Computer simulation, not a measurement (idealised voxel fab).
The document below concerns the process module designated voxel gate over fins.
Section cut is 215 nm wide and gridded with 5 nm square cells.
We lay out every cross-section as a grid of square cells and spell it out in bands from the top down, where one band means one or more rows of cells. In this notation a band is specified by the heights of its top and bottom, in that order and in nm, after which its materials appear from left to right, each paired with its width in nm. The word "all across" attached to a single material means that material fills the band from edge to edge; the word "empty" stands for empty space. All heights in this document are referenced to 0, defined as the level beneath which the wafer, as received, consists entirely of one material. The lowest band is not bounded below; it extends indefinitely downward and is written in the form "top 0, no bottom". Read "30 to 40" as a graded width: first number on top, second number at the bottom, same change between each pair of neighbouring rows. The designation "no modifications", where it is given for a processing step, indicates that no cell of the cross-section was altered in the course of that step. For the entry "Enclosed voids", the listed items are empty spaces with no open way to the top whose size is 8 cells or more; each item follows the pattern width x height at distance, where distance is from the left edge and all three are in nm. after a step's settings: what the simulator itself notes on the step. overlay nm: for a step with a mask, the amount by which the mask lay right of where it was planned; a negative amount means left of it.
## Planned step list for the process
- 1: RECEIVE [material Si]
- 2: CONFORMAL_DEP [material SiN] [thk nm 10]
- 3: MASKED_ETCH [tone cover] [mask id FINS] [width nm 15] [pitch nm 40] [etch materials SiN] [depth nm 10] [overlay nm 0]
- 4: MASKED_ETCH [tone cover] [mask id FINS] [width nm 15] [pitch nm 40] [etch materials Si] [depth nm 35] [overlay nm 0]
- 5: OXIDIZE [depth nm 5]
- 6: FILL_DEP [material SiO2] [thk nm 5]
- 7: CMP [height nm 10]
- 8: SELECTIVE_ETCH [etch materials SiO2] [depth nm 20]
- 9: STRIP [etch materials SiN]
- 10: CONFORMAL_DEP [material HfO2] [thk nm 5]
- 11: CONFORMAL_DEP [material TiN] [thk nm 5]
- 12: CONFORMAL_DEP [material TiAl] [thk nm 5]
- 13: CONFORMAL_DEP [material TiN] [thk nm 5]
- 14: FILL_DEP [material W] [thk nm 10]
- 15: CMP [height nm 25]
- 16: CONFORMAL_DEP [material SiCN] [thk nm 10]
## Wafer cross-section on receipt, i.e. after step 1
> top 0, no bottom: Si all across
> Enclosed voids: none
## Run as planned - first of the two wafers cross-sectioned at the end of the module
> top 35, bottom 25: SiCN all across
> top 25, bottom 20: W all across
> top 20, bottom 15: 65 W, then 85 TiN, then 65 W
> top 15, bottom 10: 65 W, then 5 TiN, then 35 TiAl, then 5 TiN, then 35 TiAl, then 5 TiN, then 65 W
> top 10, bottom 5: 70 TiN, then 5 TiAl, then 25 TiN, then 5 TiAl, then 5 TiN, then 5 TiAl, then 25 TiN, then 5 TiAl, then 70 TiN
> top 5, bottom 0: 75 TiAl, then 5 TiN, then 15 HfO2, then 5 TiN, then 15 TiAl, then 5 TiN, then 15 HfO2, then 5 TiN, then 75 TiAl
> top 0, bottom -5: 80 TiN, then 5 HfO2, then 5 Si, then 5 HfO2, then 25 TiN, then 5 HfO2, then 5 Si, then 5 HfO2, then 80 TiN
> top -5, bottom -10: 85 HfO2, then 5 Si, then 35 HfO2, then 5 Si, then 85 HfO2
> top -10, bottom -40: 85 SiO2, then 5 Si, then 35 SiO2, then 5 Si, then 85 SiO2
> top -40, no bottom: Si all across
> Enclosed voids: none
## Here's the second of our two wafers sectioned at module end. Same start as the first, same plan, but one mistake got made running it
> top 35, bottom 25: SiCN all across
> top 25, bottom 15: W all across
> top 15, bottom 10: 70 W, then 35 TiN, then 5 W, then 35 TiN, then 70 W
> top 10, bottom 5: 70 W, then 5 TiN, then 25 TiAl, then 5 TiN, then 5 W, then 5 TiN, then 25 TiAl, then 5 TiN, then 70 W
> top 5, bottom 0: 75 TiN, then 5 TiAl, then 15 TiN, then 5 TiAl, then 15 TiN, then 5 TiAl, then 15 TiN, then 5 TiAl, then 75 TiN
> top 0, bottom -5: 80 TiAl, then 5 TiN, then 5 Si, then 5 TiN, then 25 TiAl, then 5 TiN, then 5 Si, then 5 TiN, then 80 TiAl
> top -5, bottom -10: 85 TiN, then 5 Si, then 35 TiN, then 5 Si, then 85 TiN
> top -10, bottom -40: 85 SiO2, then 5 Si, then 35 SiO2, then 5 Si, then 85 SiO2
> top -40, no bottom: Si all across
> Enclosed voids: none
Deviation noted in wafer processing: yeah, step 10 of the plan got skipped, never ran
Once processing is complete, comparing cell counts shows that the second wafer has more or fewer of certain materials than the first: -51 HfO2, +2 TiN, +49 W
